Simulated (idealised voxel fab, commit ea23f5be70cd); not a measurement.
The process module presented herein is designated voxel self aligned vias.
Square cells of 5 nm make up the cross-section cut, whose width is 220 nm.
In this document a cross-section is written as a grid of square cells. It is given as a series of bands, listed from the top down, and a band is one or more rows of cells.
This entry defines a band. It first specifies the height of the band's top and the height of its bottom in nm, and then specifies the band's materials from left to right, stating each material with its width in nm. The word "edge to edge" identifies a single material that fills the band from edge to edge, while the word "air" identifies empty space.
Heads up on the height convention: 0 is the point under which the incoming wafer is all one material, and the lowest band has no bottom, it just keeps going down, like "from 0 down".
A width given as "30 to 40" starts at the first number in the band's top row and ends at the second number in its bottom row, shifting by an equal amount at every step from row to row.
"nothing was modified" after a step means that no cell of the cross-section changed.
"Cavities, closed": sealed empty spaces, 8 cells or more, no open way to top, listed width x height at distance, with distance from the left edge and width, height and distance in nm.
It should be noted that, on the line of a given step, the content following the step's settings is a remark produced by the simulator itself with respect to that step.
overlay nm: right-of-plan distance of the mask on a masked step; negative values mean left-of-plan.
In what follows, pairs of cross-sections are presented, each taken before and after one process step, with the after cross-section shown only down to the lowest band that was altered; the step, together with its settings, is stated below the pair. The pairs may stem from different runs of this module on the same starting wafer; accordingly, a pair should be taken as continuing from the one above it solely where its entry headed "before" indicates as much.

Before
	from 0 down = Si edge to edge
	Cavities, closed: none

Post-Process View
	from 15 to 0 = SiO2 edge to edge
	Lower than 0, everything is as it was.
	Cavities, closed: none
Process step bridging the above cross-sections: CONFORMAL_DEP (material SiO2; thk nm 15)

before: The initial state for this step is given by the after cross-section of the immediately preceding pair.

Post-Process View
	from 20 to 15 = SiCN edge to edge
	Lower than 15, everything is as it was.
	Cavities, closed: none
Process step bridging the above cross-sections: CONFORMAL_DEP (material SiCN; thk nm 5)

before: The initial state for this step is given by the after cross-section of the immediately preceding pair.

Post-Process View
	from 50 to 20 = lowk edge to edge
	Lower than 20, everything is as it was.
	Cavities, closed: none
Process step bridging the above cross-sections: DIRECTIONAL_DEP (material lowk; thk nm 30)

before: The initial state for this step is given by the after cross-section of the immediately preceding pair.

Post-Process View
	from 50 to 20 = 45 nm lowk / 25 nm air / 25 nm lowk / 25 nm air / 25 nm lowk / 25 nm air / 50 nm lowk
	Lower than 20, everything is as it was.
	Cavities, closed: none
Process step bridging the above cross-sections: MASKED_ETCH (tone open; mask id LINES; width nm 25; pitch nm 50; etch materials lowk; depth nm 30; overlay nm 0)

before: The initial state for this step is given by the after cross-section of the immediately preceding pair.

Post-Process View
	from 55 to 50 = 50 nm TiN / 15 nm air / 35 nm TiN / 15 nm air / 35 nm TiN / 15 nm air / 55 nm TiN
	from 50 to 25 = 45 nm lowk / 5 nm TiN / 15 nm air / 5 nm TiN / 25 nm lowk / 5 nm TiN / 15 nm air / 5 nm TiN / 25 nm lowk / 5 nm TiN / 15 nm air / 5 nm TiN / 50 nm lowk
	from 25 to 20 = 45 nm lowk / 25 nm TiN / 25 nm lowk / 25 nm TiN / 25 nm lowk / 25 nm TiN / 50 nm lowk
	Lower than 20, everything is as it was.
	Cavities, closed: none
Process step bridging the above cross-sections: CONFORMAL_DEP (material TiN; thk nm 5)

before: The initial state for this step is given by the after cross-section of the immediately preceding pair.

Post-Process View
	from 60 to 55 = W edge to edge
	from 55 to 50 = 50 nm TiN / 15 nm W / 35 nm TiN / 15 nm W / 35 nm TiN / 15 nm W / 55 nm TiN
	from 50 to 25 = 45 nm lowk / 5 nm TiN / 15 nm W / 5 nm TiN / 25 nm lowk / 5 nm TiN / 15 nm W / 5 nm TiN / 25 nm lowk / 5 nm TiN / 15 nm W / 5 nm TiN / 50 nm lowk
	Lower than 25, everything is as it was.
	Cavities, closed: none
Process step bridging the above cross-sections: FILL_DEP (material W; thk nm 5)

before: The initial state for this step is given by the after cross-section of the immediately preceding pair.

Post-Process View
	from 50 to 25 = 45 nm lowk / 5 nm TiN / 15 nm W / 5 nm TiN / 25 nm lowk / 5 nm TiN / 15 nm W / 5 nm TiN / 25 nm lowk / 5 nm TiN / 15 nm W / 5 nm TiN / 50 nm lowk
	Lower than 25, everything is as it was.
	Cavities, closed: none
Process step bridging the above cross-sections: CMP (height nm 50)

before: The initial state for this step is given by the after cross-section of the immediately preceding pair.

Post-Process View
	from 50 to 45 = 45 nm lowk / 25 nm air / 25 nm lowk / 25 nm air / 25 nm lowk / 25 nm air / 50 nm lowk
	Lower than 45, everything is as it was.
	Cavities, closed: none
Process step bridging the above cross-sections: SELECTIVE_ETCH (etch materials W Ru TiN; depth nm 5)

before: The initial state for this step is given by the after cross-section of the immediately preceding pair.

Post-Process View
	from 60 to 50 = SiN edge to edge
	from 50 to 45 = 45 nm lowk / 25 nm SiN / 25 nm lowk / 25 nm SiN / 25 nm lowk / 25 nm SiN / 50 nm lowk
	Lower than 45, everything is as it was.
	Cavities, closed: none
Process step bridging the above cross-sections: FILL_DEP (material SiN; thk nm 10)

before: The initial state for this step is given by the after cross-section of the immediately preceding pair.

Post-Process View
	from 50 to 45 = 45 nm lowk / 25 nm SiN / 25 nm lowk / 25 nm SiN / 25 nm lowk / 25 nm SiN / 50 nm lowk
	Lower than 45, everything is as it was.
	Cavities, closed: none
Process step bridging the above cross-sections: CMP (height nm 50)

before: The initial state for this step is given by the after cross-section of the immediately preceding pair.

Post-Process View
	from 70 to 50 = lowk edge to edge
	Lower than 50, everything is as it was.
	Cavities, closed: none
Process step bridging the above cross-sections: DIRECTIONAL_DEP (material lowk; thk nm 20)

before: The initial state for this step is given by the after cross-section of the immediately preceding pair.

Post-Process View
	from 85 to 70 = 40 nm resist / 35 nm air / 15 nm resist / 35 nm air / 15 nm resist / 35 nm air / 45 nm resist
	Lower than 70, everything is as it was.
	Cavities, closed: none
Process step bridging the above cross-sections: PATTERN (tone open; mask id VIAS; material resist; width nm 35; pitch nm 50; thk nm 15; overlay nm 0)

before: The initial state for this step is given by the after cross-section of the immediately preceding pair.

Post-Process View
	from 85 to 70 = 40 nm resist / 35 nm air / 15 nm resist / 35 nm air / 15 nm resist / 35 nm air / 45 nm resist
	from 70 to 50 = 40 nm lowk / 35 nm air / 15 nm lowk / 35 nm air / 15 nm lowk / 35 nm air / 45 nm lowk
	Lower than 50, everything is as it was.
	Cavities, closed: none
Process step bridging the above cross-sections: DIRECTIONAL_ETCH (etch materials lowk; depth nm 20)

before: The initial state for this step is given by the after cross-section of the immediately preceding pair.

Post-Process View
	from 85 to 70 = 40 nm resist / 35 nm air / 15 nm resist / 35 nm air / 15 nm resist / 35 nm air / 45 nm resist
	from 70 to 50 = 40 nm lowk / 35 nm air / 15 nm lowk / 35 nm air / 15 nm lowk / 35 nm air / 45 nm lowk
	from 50 to 45 = 45 nm lowk / 25 nm air / 25 nm lowk / 25 nm air / 25 nm lowk / 25 nm air / 50 nm lowk
	Lower than 45, everything is as it was.
	Cavities, closed: none
Process step bridging the above cross-sections: DIRECTIONAL_ETCH (etch materials SiN; depth nm 5)

before: The initial state for this step is given by the after cross-section of the immediately preceding pair.

Post-Process View
	from 70 to 50 = 40 nm lowk / 35 nm air / 15 nm lowk / 35 nm air / 15 nm lowk / 35 nm air / 45 nm lowk
	Lower than 50, everything is as it was.
	Cavities, closed: none
Process step bridging the above cross-sections: STRIP (etch materials resist)

before: The initial state for this step is given by the after cross-section of the immediately preceding pair.

Post-Process View
	from 75 to 70 = 45 nm TiN / 25 nm air / 25 nm TiN / 25 nm air / 25 nm TiN / 25 nm air / 50 nm TiN
	from 70 to 55 = 40 nm lowk / 5 nm TiN / 25 nm air / 5 nm TiN / 15 nm lowk / 5 nm TiN / 25 nm air / 5 nm TiN / 15 nm lowk / 5 nm TiN / 25 nm air / 5 nm TiN / 45 nm lowk
	from 55 to 50 = 40 nm lowk / 10 nm TiN / 15 nm air / 10 nm TiN / 15 nm lowk / 10 nm TiN / 15 nm air / 10 nm TiN / 15 nm lowk / 10 nm TiN / 15 nm air / 10 nm TiN / 45 nm lowk
	from 50 to 45 = 45 nm lowk / 25 nm TiN / 25 nm lowk / 25 nm TiN / 25 nm lowk / 25 nm TiN / 50 nm lowk
	Lower than 45, everything is as it was.
	Cavities, closed: none
Process step bridging the above cross-sections: CONFORMAL_DEP (material TiN; thk nm 5)

before: The initial state for this step is given by the after cross-section of the immediately preceding pair.

Post-Process View
	from 80 to 75 = Cu edge to edge
	from 75 to 70 = 45 nm TiN / 25 nm Cu / 25 nm TiN / 25 nm Cu / 25 nm TiN / 25 nm Cu / 50 nm TiN
	from 70 to 55 = 40 nm lowk / 5 nm TiN / 25 nm Cu / 5 nm TiN / 15 nm lowk / 5 nm TiN / 25 nm Cu / 5 nm TiN / 15 nm lowk / 5 nm TiN / 25 nm Cu / 5 nm TiN / 45 nm lowk
	from 55 to 50 = 40 nm lowk / 10 nm TiN / 15 nm Cu / 10 nm TiN / 15 nm lowk / 10 nm TiN / 15 nm Cu / 10 nm TiN / 15 nm lowk / 10 nm TiN / 15 nm Cu / 10 nm TiN / 45 nm lowk
	Lower than 50, everything is as it was.
	Cavities, closed: none
Process step bridging the above cross-sections: FILL_DEP (material Cu; thk nm 5)

before: The initial state for this step is given by the after cross-section of the immediately preceding pair.

Post-Process View
	from 70 to 55 = 40 nm lowk / 5 nm TiN / 25 nm Cu / 5 nm TiN / 15 nm lowk / 5 nm TiN / 25 nm Cu / 5 nm TiN / 15 nm lowk / 5 nm TiN / 25 nm Cu / 5 nm TiN / 45 nm lowk
	Lower than 55, everything is as it was.
	Cavities, closed: none
Process step bridging the above cross-sections: CMP (height nm 70)

before: The initial state for this step is given by the after cross-section of the immediately preceding pair.

Post-Process View
	from 75 to 70 = SiN edge to edge
	Lower than 70, everything is as it was.
	Cavities, closed: none
Process step bridging the above cross-sections: CONFORMAL_DEP (material SiN; thk nm 5)

Before
	from 15 to 0 = SiO2 edge to edge
	from 0 down = Si edge to edge
	Cavities, closed: none

Post-Process View
	from 45 to 15 = lowk edge to edge
	Lower than 15, everything is as it was.
	Cavities, closed: none
Process step bridging the above cross-sections: DIRECTIONAL_DEP (material lowk; thk nm 30)

before: The initial state for this step is given by the after cross-section of the immediately preceding pair.

Post-Process View
	from 45 to 15 = 45 nm lowk / 25 nm air / 25 nm lowk / 25 nm air / 25 nm lowk / 25 nm air / 50 nm lowk
	Lower than 15, everything is as it was.
	Cavities, closed: none
Process step bridging the above cross-sections: MASKED_ETCH (tone open; mask id LINES; width nm 25; pitch nm 50; etch materials lowk; depth nm 30; overlay nm 0)

before: The initial state for this step is given by the after cross-section of the immediately preceding pair.

Post-Process View
	from 50 to 45 = 50 nm TiN / 15 nm air / 35 nm TiN / 15 nm air / 35 nm TiN / 15 nm air / 55 nm TiN
	from 45 to 20 = 45 nm lowk / 5 nm TiN / 15 nm air / 5 nm TiN / 25 nm lowk / 5 nm TiN / 15 nm air / 5 nm TiN / 25 nm lowk / 5 nm TiN / 15 nm air / 5 nm TiN / 50 nm lowk
	from 20 to 15 = 45 nm lowk / 25 nm TiN / 25 nm lowk / 25 nm TiN / 25 nm lowk / 25 nm TiN / 50 nm lowk
	Lower than 15, everything is as it was.
	Cavities, closed: none
Process step bridging the above cross-sections: CONFORMAL_DEP (material TiN; thk nm 5)

before: The initial state for this step is given by the after cross-section of the immediately preceding pair.

Post-Process View
	from 55 to 50 = W edge to edge
	from 50 to 45 = 50 nm TiN / 15 nm W / 35 nm TiN / 15 nm W / 35 nm TiN / 15 nm W / 55 nm TiN
	from 45 to 20 = 45 nm lowk / 5 nm TiN / 15 nm W / 5 nm TiN / 25 nm lowk / 5 nm TiN / 15 nm W / 5 nm TiN / 25 nm lowk / 5 nm TiN / 15 nm W / 5 nm TiN / 50 nm lowk
	Lower than 20, everything is as it was.
	Cavities, closed: none
Process step bridging the above cross-sections: FILL_DEP (material W; thk nm 5)

before: The initial state for this step is given by the after cross-section of the immediately preceding pair.

Post-Process View
	from 50 to 45 = 50 nm TiN / 15 nm W / 35 nm TiN / 15 nm W / 35 nm TiN / 15 nm W / 55 nm TiN
	Lower than 45, everything is as it was.
	Cavities, closed: none
Process step bridging the above cross-sections: CMP (height nm 50)

before: The initial state for this step is given by the after cross-section of the immediately preceding pair.

Post-Process View
	from 45 to 20 = 45 nm lowk / 5 nm TiN / 15 nm W / 5 nm TiN / 25 nm lowk / 5 nm TiN / 15 nm W / 5 nm TiN / 25 nm lowk / 5 nm TiN / 15 nm W / 5 nm TiN / 50 nm lowk
	Lower than 20, everything is as it was.
	Cavities, closed: none
Process step bridging the above cross-sections: SELECTIVE_ETCH (etch materials W Ru TiN; depth nm 5)

before: The initial state for this step is given by the after cross-section of the immediately preceding pair.

Post-Process View
	from 55 to 45 = SiN edge to edge
	Lower than 45, everything is as it was.
	Cavities, closed: none
Process step bridging the above cross-sections: FILL_DEP (material SiN; thk nm 10)

before: The initial state for this step is given by the after cross-section of the immediately preceding pair.

Post-Process View
	from 50 to 45 = SiN edge to edge
	Lower than 45, everything is as it was.
	Cavities, closed: none
Process step bridging the above cross-sections: CMP (height nm 50)

before: The initial state for this step is given by the after cross-section of the immediately preceding pair.

Post-Process View
	from 70 to 50 = lowk edge to edge
	Lower than 50, everything is as it was.
	Cavities, closed: none
Process step bridging the above cross-sections: DIRECTIONAL_DEP (material lowk; thk nm 20)

before: The initial state for this step is given by the after cross-section of the immediately preceding pair.

Post-Process View
	from 85 to 70 = 40 nm resist / 35 nm air / 15 nm resist / 35 nm air / 15 nm resist / 35 nm air / 45 nm resist
	Lower than 70, everything is as it was.
	Cavities, closed: none
Process step bridging the above cross-sections: PATTERN (tone open; mask id VIAS; material resist; width nm 35; pitch nm 50; thk nm 15; overlay nm 0)

before: The initial state for this step is given by the after cross-section of the immediately preceding pair.

Post-Process View
	from 85 to 70 = 40 nm resist / 35 nm air / 15 nm resist / 35 nm air / 15 nm resist / 35 nm air / 45 nm resist
	from 70 to 50 = 40 nm lowk / 35 nm air / 15 nm lowk / 35 nm air / 15 nm lowk / 35 nm air / 45 nm lowk
	Lower than 50, everything is as it was.
	Cavities, closed: none
Process step bridging the above cross-sections: DIRECTIONAL_ETCH (etch materials lowk; depth nm 20)

before: The initial state for this step is given by the after cross-section of the immediately preceding pair.

Post-Process View
	from 85 to 70 = 40 nm resist / 35 nm air / 15 nm resist / 35 nm air / 15 nm resist / 35 nm air / 45 nm resist
	from 70 to 50 = 40 nm lowk / 35 nm air / 15 nm lowk / 35 nm air / 15 nm lowk / 35 nm air / 45 nm lowk
	from 50 to 45 = 40 nm SiN / 35 nm air / 15 nm SiN / 35 nm air / 15 nm SiN / 35 nm air / 45 nm SiN
	Lower than 45, everything is as it was.
	Cavities, closed: none
Process step bridging the above cross-sections: DIRECTIONAL_ETCH (etch materials SiN; depth nm 5)

before: The initial state for this step is given by the after cross-section of the immediately preceding pair.

Post-Process View
	from 70 to 50 = 40 nm lowk / 35 nm air / 15 nm lowk / 35 nm air / 15 nm lowk / 35 nm air / 45 nm lowk
	Lower than 50, everything is as it was.
	Cavities, closed: none
Process step bridging the above cross-sections: STRIP (etch materials resist)

before: The initial state for this step is given by the after cross-section of the immediately preceding pair.

Post-Process View
	from 75 to 70 = 45 nm TiN / 25 nm air / 25 nm TiN / 25 nm air / 25 nm TiN / 25 nm air / 50 nm TiN
	from 70 to 50 = 40 nm lowk / 5 nm TiN / 25 nm air / 5 nm TiN / 15 nm lowk / 5 nm TiN / 25 nm air / 5 nm TiN / 15 nm lowk / 5 nm TiN / 25 nm air / 5 nm TiN / 45 nm lowk
	from 50 to 45 = 40 nm SiN / 35 nm TiN / 15 nm SiN / 35 nm TiN / 15 nm SiN / 35 nm TiN / 45 nm SiN
	Lower than 45, everything is as it was.
	Cavities, closed: none
Process step bridging the above cross-sections: CONFORMAL_DEP (material TiN; thk nm 5)

before: The initial state for this step is given by the after cross-section of the immediately preceding pair.

Post-Process View
	from 80 to 75 = Cu edge to edge
	from 75 to 70 = 45 nm TiN / 25 nm Cu / 25 nm TiN / 25 nm Cu / 25 nm TiN / 25 nm Cu / 50 nm TiN
	from 70 to 50 = 40 nm lowk / 5 nm TiN / 25 nm Cu / 5 nm TiN / 15 nm lowk / 5 nm TiN / 25 nm Cu / 5 nm TiN / 15 nm lowk / 5 nm TiN / 25 nm Cu / 5 nm TiN / 45 nm lowk
	Lower than 50, everything is as it was.
	Cavities, closed: none
Process step bridging the above cross-sections: FILL_DEP (material Cu; thk nm 5)

before: The initial state for this step is given by the after cross-section of the immediately preceding pair.

Post-Process View
	from 70 to 50 = 40 nm lowk / 5 nm TiN / 25 nm Cu / 5 nm TiN / 15 nm lowk / 5 nm TiN / 25 nm Cu / 5 nm TiN / 15 nm lowk / 5 nm TiN / 25 nm Cu / 5 nm TiN / 45 nm lowk
	Lower than 50, everything is as it was.
	Cavities, closed: none
Process step bridging the above cross-sections: CMP (height nm 70)

before: The initial state for this step is given by the after cross-section of the immediately preceding pair.

Post-Process View
	from 75 to 70 = SiN edge to edge
	Lower than 70, everything is as it was.
	Cavities, closed: none
Process step bridging the above cross-sections: CONFORMAL_DEP (material SiN; thk nm 5)

Before
	from 85 to 70 = 40 nm resist / 35 nm air / 15 nm resist / 35 nm air / 15 nm resist / 35 nm air / 45 nm resist
	from 70 to 50 = 40 nm lowk / 35 nm air / 15 nm lowk / 35 nm air / 15 nm lowk / 35 nm air / 45 nm lowk
	from 50 to 45 = 45 nm lowk / 25 nm SiN / 25 nm lowk / 25 nm SiN / 25 nm lowk / 25 nm SiN / 50 nm lowk
	from 45 to 25 = 45 nm lowk / 5 nm TiN / 15 nm W / 5 nm TiN / 25 nm lowk / 5 nm TiN / 15 nm W / 5 nm TiN / 25 nm lowk / 5 nm TiN / 15 nm W / 5 nm TiN / 50 nm lowk
	from 25 to 20 = 45 nm lowk / 25 nm TiN / 25 nm lowk / 25 nm TiN / 25 nm lowk / 25 nm TiN / 50 nm lowk
	from 20 to 15 = SiCN edge to edge
	from 15 to 0 = SiO2 edge to edge
	from 0 down = Si edge to edge
	Cavities, closed: none

Post-Process View
	from 85 to 70 = 40 nm resist / 35 nm air / 15 nm resist / 35 nm air / 15 nm resist / 35 nm air / 45 nm resist
	from 70 to 50 = 40 nm lowk / 35 nm air / 15 nm lowk / 35 nm air / 15 nm lowk / 35 nm air / 45 nm lowk
	from 50 to 45 = 40 nm lowk / 5 nm air / 25 nm SiN / 5 nm air / 15 nm lowk / 5 nm air / 25 nm SiN / 5 nm air / 15 nm lowk / 5 nm air / 25 nm SiN / 5 nm air / 45 nm lowk
	from 45 to 30 = 40 nm lowk / 5 nm air / 5 nm TiN / 15 nm W / 5 nm TiN / 5 nm air / 15 nm lowk / 5 nm air / 5 nm TiN / 15 nm W / 5 nm TiN / 5 nm air / 15 nm lowk / 5 nm air / 5 nm TiN / 15 nm W / 5 nm TiN / 5 nm air / 45 nm lowk
	Lower than 30, everything is as it was.
	Cavities, closed: none
Process step bridging the above cross-sections: DIRECTIONAL_ETCH (etch materials lowk; depth nm 20)

before: The initial state for this step is given by the after cross-section of the immediately preceding pair.

Post-Process View
	from 85 to 70 = 40 nm resist / 35 nm air / 15 nm resist / 35 nm air / 15 nm resist / 35 nm air / 45 nm resist
	from 70 to 45 = 40 nm lowk / 35 nm air / 15 nm lowk / 35 nm air / 15 nm lowk / 35 nm air / 45 nm lowk
	Lower than 45, everything is as it was.
	Cavities, closed: none
Process step bridging the above cross-sections: DIRECTIONAL_ETCH (etch materials SiN; depth nm 5)

before: The initial state for this step is given by the after cross-section of the immediately preceding pair.

Post-Process View
	from 70 to 45 = 40 nm lowk / 35 nm air / 15 nm lowk / 35 nm air / 15 nm lowk / 35 nm air / 45 nm lowk
	Lower than 45, everything is as it was.
	Cavities, closed: none
Process step bridging the above cross-sections: STRIP (etch materials resist)

before: The initial state for this step is given by the after cross-section of the immediately preceding pair.

Post-Process View
	from 75 to 70 = 45 nm TiN / 25 nm air / 25 nm TiN / 25 nm air / 25 nm TiN / 25 nm air / 50 nm TiN
	from 70 to 50 = 40 nm lowk / 5 nm TiN / 25 nm air / 5 nm TiN / 15 nm lowk / 5 nm TiN / 25 nm air / 5 nm TiN / 15 nm lowk / 5 nm TiN / 25 nm air / 5 nm TiN / 45 nm lowk
	from 50 to 45 = 40 nm lowk / 35 nm TiN / 15 nm lowk / 35 nm TiN / 15 nm lowk / 35 nm TiN / 45 nm lowk
	from 45 to 30 = 40 nm lowk / 10 nm TiN / 15 nm W / 10 nm TiN / 15 nm lowk / 10 nm TiN / 15 nm W / 10 nm TiN / 15 nm lowk / 10 nm TiN / 15 nm W / 10 nm TiN / 45 nm lowk
	Lower than 30, everything is as it was.
	Cavities, closed: none
Process step bridging the above cross-sections: CONFORMAL_DEP (material TiN; thk nm 5)

before: The initial state for this step is given by the after cross-section of the immediately preceding pair.

Post-Process View
	from 80 to 75 = Cu edge to edge
	from 75 to 70 = 45 nm TiN / 25 nm Cu / 25 nm TiN / 25 nm Cu / 25 nm TiN / 25 nm Cu / 50 nm TiN
	from 70 to 50 = 40 nm lowk / 5 nm TiN / 25 nm Cu / 5 nm TiN / 15 nm lowk / 5 nm TiN / 25 nm Cu / 5 nm TiN / 15 nm lowk / 5 nm TiN / 25 nm Cu / 5 nm TiN / 45 nm lowk
	Lower than 50, everything is as it was.
	Cavities, closed: none
Process step bridging the above cross-sections: FILL_DEP (material Cu; thk nm 5)

before: The initial state for this step is given by the after cross-section of the immediately preceding pair.

Post-Process View
	from 70 to 50 = 40 nm lowk / 5 nm TiN / 25 nm Cu / 5 nm TiN / 15 nm lowk / 5 nm TiN / 25 nm Cu / 5 nm TiN / 15 nm lowk / 5 nm TiN / 25 nm Cu / 5 nm TiN / 45 nm lowk
	Lower than 50, everything is as it was.
	Cavities, closed: none
Process step bridging the above cross-sections: CMP (height nm 70)

before: The initial state for this step is given by the after cross-section of the immediately preceding pair.

Post-Process View
	from 75 to 70 = SiN edge to edge
	Lower than 70, everything is as it was.
	Cavities, closed: none
Process step bridging the above cross-sections: CONFORMAL_DEP (material SiN; thk nm 5)

Before
	from 45 to 15 = lowk edge to edge
	from 15 to 0 = SiO2 edge to edge
	from 0 down = Si edge to edge
	Cavities, closed: none

Post-Process View
	from 50 to 45 = SiCN edge to edge
	Lower than 45, everything is as it was.
	Cavities, closed: none
Process step bridging the above cross-sections: CONFORMAL_DEP (material SiCN; thk nm 5)

before: The initial state for this step is given by the after cross-section of the immediately preceding pair.

Post-Process View
	from 55 to 50 = TiN edge to edge
	Lower than 50, everything is as it was.
	Cavities, closed: none
Process step bridging the above cross-sections: CONFORMAL_DEP (material TiN; thk nm 5)

before: The initial state for this step is given by the after cross-section of the immediately preceding pair.

Post-Process View
	from 60 to 55 = W edge to edge
	Lower than 55, everything is as it was.
	Cavities, closed: none
Process step bridging the above cross-sections: FILL_DEP (material W; thk nm 5)

before: The initial state for this step is given by the after cross-section of the immediately preceding pair.

Post-Process View
	from 50 to 45 = SiCN edge to edge
	Lower than 45, everything is as it was.
	Cavities, closed: none
Process step bridging the above cross-sections: CMP (height nm 50)

before: The initial state for this step is given by the after cross-section of the immediately preceding pair.

Post-Process View
	from 60 to 50 = SiN edge to edge
	Lower than 50, everything is as it was.
	Cavities, closed: none
Process step bridging the above cross-sections: FILL_DEP (material SiN; thk nm 10)

before: The initial state for this step is given by the after cross-section of the immediately preceding pair.

Post-Process View
	from 50 to 45 = SiCN edge to edge
	Lower than 45, everything is as it was.
	Cavities, closed: none
Process step bridging the above cross-sections: CMP (height nm 50)

before: The initial state for this step is given by the after cross-section of the immediately preceding pair.

Post-Process View
	from 70 to 50 = lowk edge to edge
	Lower than 50, everything is as it was.
	Cavities, closed: none
Process step bridging the above cross-sections: DIRECTIONAL_DEP (material lowk; thk nm 20)

before: The initial state for this step is given by the after cross-section of the immediately preceding pair.

Post-Process View
	from 85 to 70 = 40 nm resist / 35 nm air / 15 nm resist / 35 nm air / 15 nm resist / 35 nm air / 45 nm resist
	Lower than 70, everything is as it was.
	Cavities, closed: none
Process step bridging the above cross-sections: PATTERN (tone open; mask id VIAS; material resist; width nm 35; pitch nm 50; thk nm 15; overlay nm 0)

before: The initial state for this step is given by the after cross-section of the immediately preceding pair.

Post-Process View
	from 85 to 70 = 40 nm resist / 35 nm air / 15 nm resist / 35 nm air / 15 nm resist / 35 nm air / 45 nm resist
	from 70 to 50 = 40 nm lowk / 35 nm air / 15 nm lowk / 35 nm air / 15 nm lowk / 35 nm air / 45 nm lowk
	Lower than 50, everything is as it was.
	Cavities, closed: none
Process step bridging the above cross-sections: DIRECTIONAL_ETCH (etch materials lowk; depth nm 20)

before: The initial state for this step is given by the after cross-section of the immediately preceding pair.

Post-Process View
	from 70 to 50 = 40 nm lowk / 35 nm air / 15 nm lowk / 35 nm air / 15 nm lowk / 35 nm air / 45 nm lowk
	Lower than 50, everything is as it was.
	Cavities, closed: none
Process step bridging the above cross-sections: STRIP (etch materials resist)

before: The initial state for this step is given by the after cross-section of the immediately preceding pair.

Post-Process View
	from 75 to 70 = 45 nm TiN / 25 nm air / 25 nm TiN / 25 nm air / 25 nm TiN / 25 nm air / 50 nm TiN
	from 70 to 55 = 40 nm lowk / 5 nm TiN / 25 nm air / 5 nm TiN / 15 nm lowk / 5 nm TiN / 25 nm air / 5 nm TiN / 15 nm lowk / 5 nm TiN / 25 nm air / 5 nm TiN / 45 nm lowk
	from 55 to 50 = 40 nm lowk / 35 nm TiN / 15 nm lowk / 35 nm TiN / 15 nm lowk / 35 nm TiN / 45 nm lowk
	Lower than 50, everything is as it was.
	Cavities, closed: none
Process step bridging the above cross-sections: CONFORMAL_DEP (material TiN; thk nm 5)

before: The initial state for this step is given by the after cross-section of the immediately preceding pair.

Post-Process View
	from 80 to 75 = Cu edge to edge
	from 75 to 70 = 45 nm TiN / 25 nm Cu / 25 nm TiN / 25 nm Cu / 25 nm TiN / 25 nm Cu / 50 nm TiN
	from 70 to 55 = 40 nm lowk / 5 nm TiN / 25 nm Cu / 5 nm TiN / 15 nm lowk / 5 nm TiN / 25 nm Cu / 5 nm TiN / 15 nm lowk / 5 nm TiN / 25 nm Cu / 5 nm TiN / 45 nm lowk
	Lower than 55, everything is as it was.
	Cavities, closed: none
Process step bridging the above cross-sections: FILL_DEP (material Cu; thk nm 5)

before: The initial state for this step is given by the after cross-section of the immediately preceding pair.

Post-Process View
	from 70 to 55 = 40 nm lowk / 5 nm TiN / 25 nm Cu / 5 nm TiN / 15 nm lowk / 5 nm TiN / 25 nm Cu / 5 nm TiN / 15 nm lowk / 5 nm TiN / 25 nm Cu / 5 nm TiN / 45 nm lowk
	Lower than 55, everything is as it was.
	Cavities, closed: none
Process step bridging the above cross-sections: CMP (height nm 70)

before: The initial state for this step is given by the after cross-section of the immediately preceding pair.

Post-Process View
	from 75 to 70 = SiN edge to edge
	Lower than 70, everything is as it was.
	Cavities, closed: none
Process step bridging the above cross-sections: CONFORMAL_DEP (material SiN; thk nm 5)

Before
	from 60 to 55 = W edge to edge
	from 55 to 50 = 50 nm TiN / 15 nm W / 35 nm TiN / 15 nm W / 35 nm TiN / 15 nm W / 55 nm TiN
	from 50 to 25 = 45 nm lowk / 5 nm TiN / 15 nm W / 5 nm TiN / 25 nm lowk / 5 nm TiN / 15 nm W / 5 nm TiN / 25 nm lowk / 5 nm TiN / 15 nm W / 5 nm TiN / 50 nm lowk
	from 25 to 20 = 45 nm lowk / 25 nm TiN / 25 nm lowk / 25 nm TiN / 25 nm lowk / 25 nm TiN / 50 nm lowk
	from 20 to 15 = SiCN edge to edge
	from 15 to 0 = SiO2 edge to edge
	from 0 down = Si edge to edge
	Cavities, closed: none

Post-Process View
	from 40 to 25 = 45 nm lowk / 5 nm TiN / 15 nm W / 5 nm TiN / 25 nm lowk / 5 nm TiN / 15 nm W / 5 nm TiN / 25 nm lowk / 5 nm TiN / 15 nm W / 5 nm TiN / 50 nm lowk
	Lower than 25, everything is as it was.
	Cavities, closed: none
Process step bridging the above cross-sections: CMP (height nm 40)

before: The initial state for this step is given by the after cross-section of the immediately preceding pair.

Post-Process View
	from 40 to 35 = 45 nm lowk / 25 nm air / 25 nm lowk / 25 nm air / 25 nm lowk / 25 nm air / 50 nm lowk
	Lower than 35, everything is as it was.
	Cavities, closed: none
Process step bridging the above cross-sections: SELECTIVE_ETCH (etch materials W Ru TiN; depth nm 5)

before: The initial state for this step is given by the after cross-section of the immediately preceding pair.

Post-Process View
	from 50 to 40 = SiN edge to edge
	from 40 to 35 = 45 nm lowk / 25 nm SiN / 25 nm lowk / 25 nm SiN / 25 nm lowk / 25 nm SiN / 50 nm lowk
	Lower than 35, everything is as it was.
	Cavities, closed: none
Process step bridging the above cross-sections: FILL_DEP (material SiN; thk nm 10)

before: The initial state for this step is given by the after cross-section of the immediately preceding pair.

Post-Process View
	from 70 to 50 = lowk edge to edge
	Lower than 50, everything is as it was.
	Cavities, closed: none
Process step bridging the above cross-sections: DIRECTIONAL_DEP (material lowk; thk nm 20)

before: The initial state for this step is given by the after cross-section of the immediately preceding pair.

Post-Process View
	from 85 to 70 = 40 nm resist / 35 nm air / 15 nm resist / 35 nm air / 15 nm resist / 35 nm air / 45 nm resist
	Lower than 70, everything is as it was.
	Cavities, closed: none
Process step bridging the above cross-sections: PATTERN (tone open; mask id VIAS; material resist; width nm 35; pitch nm 50; thk nm 15; overlay nm 0)

before: The initial state for this step is given by the after cross-section of the immediately preceding pair.

Post-Process View
	from 85 to 70 = 40 nm resist / 35 nm air / 15 nm resist / 35 nm air / 15 nm resist / 35 nm air / 45 nm resist
	from 70 to 50 = 40 nm lowk / 35 nm air / 15 nm lowk / 35 nm air / 15 nm lowk / 35 nm air / 45 nm lowk
	Lower than 50, everything is as it was.
	Cavities, closed: none
Process step bridging the above cross-sections: DIRECTIONAL_ETCH (etch materials lowk; depth nm 20)
